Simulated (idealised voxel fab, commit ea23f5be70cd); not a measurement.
The process module presented herein is designated voxel wiring stack.
Section cut is 260 nm wide and gridded with 5 nm square cells.
When this document writes out a cross-section, it uses a grid of square cells and lists it as bands, beginning at the top and moving down, with a band standing for one or more rows of cells. Within each band entry, the heights of the top and of the bottom of the band appear first, in that order and in nm; the materials of the band then follow from left to right, each with its corresponding width in nm. The designation "edge to edge" on a single material indicates that it fills the band from edge to edge; the designation "blank" indicates empty space. Note: height 0 marks the level under which the wafer is uniformly one material as received. Lowest band unbounded below, written "top 0, no bottom". A width given as "30->40" starts at the first number in the band's top row and ends at the second number in its bottom row, shifting by an equal amount at every step from row to row. "everything unchanged" for a step: no cell of the cross-section changed in that step. Reported under the label "Enclosed internal voids" are the empty spaces having no open way to the top and comprising 8 cells or more; the notation for each is width x height at distance, in which the distance is measured from the left edge and all three values are in nm. Anything after a step's settings on that line? It's the simulator's own note about the step. "overlay nm" answers the question of how far to the right of plan the mask lay on a step that has a mask, and when it is negative the answer is to the left.

Intended process steps
step 1: RECEIVE: material Si
step 2: CONFORMAL_DEP: material SiO2, thk nm 15
step 3: DIRECTIONAL_DEP: material TiN, thk nm 5
step 4: DIRECTIONAL_DEP: material W, thk nm 15
step 5: DIRECTIONAL_DEP: material aC, thk nm 10
step 6: PATTERN: tone cover, mask id METAL_1, material resist, width nm 20, pitch nm 50, thk nm 25, overlay nm 0
step 7: DIRECTIONAL_ETCH: etch materials aC, depth nm 10
step 8: STRIP: etch materials resist
step 9: DIRECTIONAL_ETCH: etch materials W, depth nm 15
step 10: DIRECTIONAL_ETCH: etch materials TiN, depth nm 5
step 11: STRIP: etch materials aC
step 12: FILL_DEP: material SiO2, thk nm 5
step 13: CMP: height nm 35
step 14: CONFORMAL_DEP: material SiCN, thk nm 5
step 15: DIRECTIONAL_DEP: material SiO2, thk nm 20
step 16: PATTERN: tone open, mask id PLUG_1, material resist, width nm 15, pitch nm 50, thk nm 15, overlay nm 0
step 17: DIRECTIONAL_ETCH: etch materials SiO2, depth nm 20
step 18: DIRECTIONAL_ETCH: etch materials SiCN, depth nm 5
step 19: STRIP: etch materials resist
step 20: CONFORMAL_DEP: material TiN, thk nm 5
step 21: FILL_DEP: material Cu, thk nm 10
step 22: CMP: height nm 60
step 23: CONFORMAL_DEP: material SiN, thk nm 5
step 24: DIRECTIONAL_DEP: material lowk, thk nm 25
step 25: DIRECTIONAL_DEP: material aC, thk nm 15
step 26: PATTERN: tone open, mask id METAL_2, material resist, width nm 20, pitch nm 50, thk nm 35, overlay nm 0
step 27: DIRECTIONAL_ETCH: etch materials aC, depth nm 15
step 28: STRIP: etch materials resist
step 29: DIRECTIONAL_ETCH: etch materials lowk, depth nm 25
step 30: DIRECTIONAL_ETCH: etch materials SiN, depth nm 5
step 31: STRIP: etch materials aC
step 32: CONFORMAL_DEP: material TiN, thk nm 5
step 33: FILL_DEP: material W, thk nm 10
step 34: CMP: height nm 90
step 35: EPI: material Ru, thk nm 5
step 36: FILL_DEP: material SiCN, thk nm 5
step 37: DIRECTIONAL_DEP: material lowk, thk nm 35
step 38: DIRECTIONAL_DEP: material aC, thk nm 15
step 39: PATTERN: tone open, mask id METAL_3, material resist, width nm 20, pitch nm 50, thk nm 35, overlay nm 0
step 40: DIRECTIONAL_ETCH: etch materials aC, depth nm 15
step 41: STRIP: etch materials resist
step 42: DIRECTIONAL_ETCH: etch materials lowk, depth nm 20
step 43: STRIP: etch materials aC
step 44: DIRECTIONAL_DEP: material aC, thk nm 10
step 45: PATTERN: tone open, mask id METAL_3_HOLES, material resist, width nm 15, pitch nm 50, thk nm 30, overlay nm 0
step 46: DIRECTIONAL_ETCH: etch materials aC, depth nm 10
step 47: STRIP: etch materials resist
step 48: DIRECTIONAL_ETCH: etch materials lowk, depth nm 15
step 49: DIRECTIONAL_ETCH: etch materials SiCN, depth nm 5
step 50: STRIP: etch materials aC
step 51: CONFORMAL_DEP: material TiN, thk nm 5
step 52: FILL_DEP: material Ru, thk nm 10
step 53: CMP: height nm 135
step 54: CONFORMAL_DEP: material SiCN, thk nm 5
step 55: DIRECTIONAL_DEP: material lowk, thk nm 25
step 56: PATTERN: tone open, mask id METAL_4, material resist, width nm 20, pitch nm 50, thk nm 20, overlay nm 0
step 57: DIRECTIONAL_ETCH: etch materials lowk, depth nm 15
step 58: STRIP: etch materials resist
step 59: MASKED_ETCH: tone open, mask id METAL_4_HOLES, width nm 15, pitch nm 50, etch materials lowk, depth nm 10, overlay nm 0
step 60: MASKED_ETCH: tone open, mask id METAL_4_HOLES, width nm 15, pitch nm 50, etch materials SiCN, depth nm 5, overlay nm 0
step 61: CONFORMAL_DEP: material TiN, thk nm 5
step 62: FILL_DEP: material Cu, thk nm 10
step 63: CMP: height nm 165
step 64: CONFORMAL_DEP: material SiN, thk nm 5

Wafer cross-section on receipt, i.e. after step 1
> top 0, no bottom  Si edge to edge
> Enclosed internal voids: none

End-of-module cross-section of the first of two wafers, processed as planned
> top 170, bottom 165  SiN edge to edge
> top 165, bottom 155  70 lowk  5 TiN  10 Cu  5 TiN  30 lowk  5 TiN  10 Cu  5 TiN  30 lowk  5 TiN  10 Cu  5 TiN  70 lowk
> top 155, bottom 150  70 lowk  5 TiN  5 Cu  10 TiN  30 lowk  5 TiN  5 Cu  10 TiN  30 lowk  5 TiN  5 Cu  10 TiN  70 lowk
> top 150, bottom 140  70 lowk  5 TiN  5 Cu  5 TiN  35 lowk  5 TiN  5 Cu  5 TiN  35 lowk  5 TiN  5 Cu  5 TiN  75 lowk
> top 140, bottom 135  70 SiCN  15 TiN  35 SiCN  15 TiN  35 SiCN  15 TiN  75 SiCN
> top 135, bottom 120  70 lowk  5 TiN  10 Ru  5 TiN  30 lowk  5 TiN  10 Ru  5 TiN  30 lowk  5 TiN  10 Ru  5 TiN  70 lowk
> top 120, bottom 115  70 lowk  5 TiN  5 Ru  10 TiN  30 lowk  5 TiN  5 Ru  10 TiN  30 lowk  5 TiN  5 Ru  10 TiN  70 lowk
> top 115, bottom 100  70 lowk  5 TiN  5 Ru  5 TiN  35 lowk  5 TiN  5 Ru  5 TiN  35 lowk  5 TiN  5 Ru  5 TiN  75 lowk
> top 100, bottom 95  70 SiCN  15 TiN  35 SiCN  15 TiN  35 SiCN  15 TiN  75 SiCN
> top 95, bottom 90  65 SiCN  30 Ru  20 SiCN  30 Ru  20 SiCN  30 Ru  65 SiCN
> top 90, bottom 65  70 lowk  5 TiN  10 W  5 TiN  30 lowk  5 TiN  10 W  5 TiN  30 lowk  5 TiN  10 W  5 TiN  70 lowk
> top 65, bottom 60  70 SiN  20 TiN  30 SiN  20 TiN  30 SiN  20 TiN  70 SiN
> top 60, bottom 40  70 SiO2  5 TiN  5 Cu  5 TiN  35 SiO2  5 TiN  5 Cu  5 TiN  35 SiO2  5 TiN  5 Cu  5 TiN  75 SiO2
> top 40, bottom 35  70 SiCN  15 TiN  35 SiCN  15 TiN  35 SiCN  15 TiN  75 SiCN
> top 35, bottom 20  70 SiO2  20 W  30 SiO2  20 W  30 SiO2  20 W  70 SiO2
> top 20, bottom 15  70 SiO2  20 TiN  30 SiO2  20 TiN  30 SiO2  20 TiN  70 SiO2
> top 15, bottom 0  SiO2 edge to edge
> top 0, no bottom  Si edge to edge
> Enclosed internal voids: none

Cross-sectional view: second of two wafers, end of module; start and plan identical to the first, one mistake in running
> top 170, bottom 165  SiN edge to edge
> top 165, bottom 155  70 lowk  5 TiN  10 Cu  5 TiN  30 lowk  5 TiN  10 Cu  5 TiN  30 lowk  5 TiN  10 Cu  5 TiN  70 lowk
> top 155, bottom 150  70 lowk  5 TiN  5 Cu  10 TiN  30 lowk  5 TiN  5 Cu  10 TiN  30 lowk  5 TiN  5 Cu  10 TiN  70 lowk
> top 150, bottom 140  70 lowk  5 TiN  5 Cu  5 TiN  35 lowk  5 TiN  5 Cu  5 TiN  35 lowk  5 TiN  5 Cu  5 TiN  75 lowk
> top 140, bottom 135  70 SiCN  15 TiN  35 SiCN  15 TiN  35 SiCN  15 TiN  75 SiCN
> top 135, bottom 120  70 lowk  5 TiN  10 Ru  5 TiN  30 lowk  5 TiN  10 Ru  5 TiN  30 lowk  5 TiN  10 Ru  5 TiN  70 lowk
> top 120, bottom 115  70 lowk  5 TiN  5 Ru  10 TiN  30 lowk  5 TiN  5 Ru  10 TiN  30 lowk  5 TiN  5 Ru  10 TiN  70 lowk
> top 115, bottom 100  70 lowk  5 TiN  5 Ru  5 TiN  35 lowk  5 TiN  5 Ru  5 TiN  35 lowk  5 TiN  5 Ru  5 TiN  75 lowk
> top 100, bottom 95  70 SiCN  15 TiN  35 SiCN  15 TiN  35 SiCN  15 TiN  75 SiCN
> top 95, bottom 90  65 SiCN  30 Ru  20 SiCN  30 Ru  20 SiCN  30 Ru  65 SiCN
> top 90, bottom 65  70 lowk  5 TiN  10 W  5 TiN  30 lowk  5 TiN  10 W  5 TiN  30 lowk  5 TiN  10 W  5 TiN  70 lowk
> top 65, bottom 60  70 SiN  20 TiN  30 SiN  20 TiN  30 SiN  20 TiN  70 SiN
> top 60, bottom 40  70 SiO2  5 TiN  5 Cu  5 TiN  35 SiO2  5 TiN  5 Cu  5 TiN  35 SiO2  5 TiN  5 Cu  5 TiN  75 SiO2
> top 40, bottom 35  70 SiCN  15 TiN  35 SiCN  15 TiN  35 SiCN  15 TiN  75 SiCN
> top 35, bottom 20  70 W  20 SiO2  30 W  20 SiO2  30 W  20 SiO2  70 W
> top 20, bottom 15  70 TiN  20 SiO2  30 TiN  20 SiO2  30 TiN  20 SiO2  70 TiN
> top 15, bottom 0  SiO2 edge to edge
> top 0, no bottom  Si edge to edge
> Enclosed internal voids: none
Finding, execution versus plan: step 6 ran as: PATTERN: tone open, mask id METAL_1, material resist, width nm 20, pitch nm 50, thk nm 25, overlay nm 0
End of process, cell counts, second wafer against first, materials with more or fewer: SiO2: 112 fewer, TiN: 28 more, W: 84 more
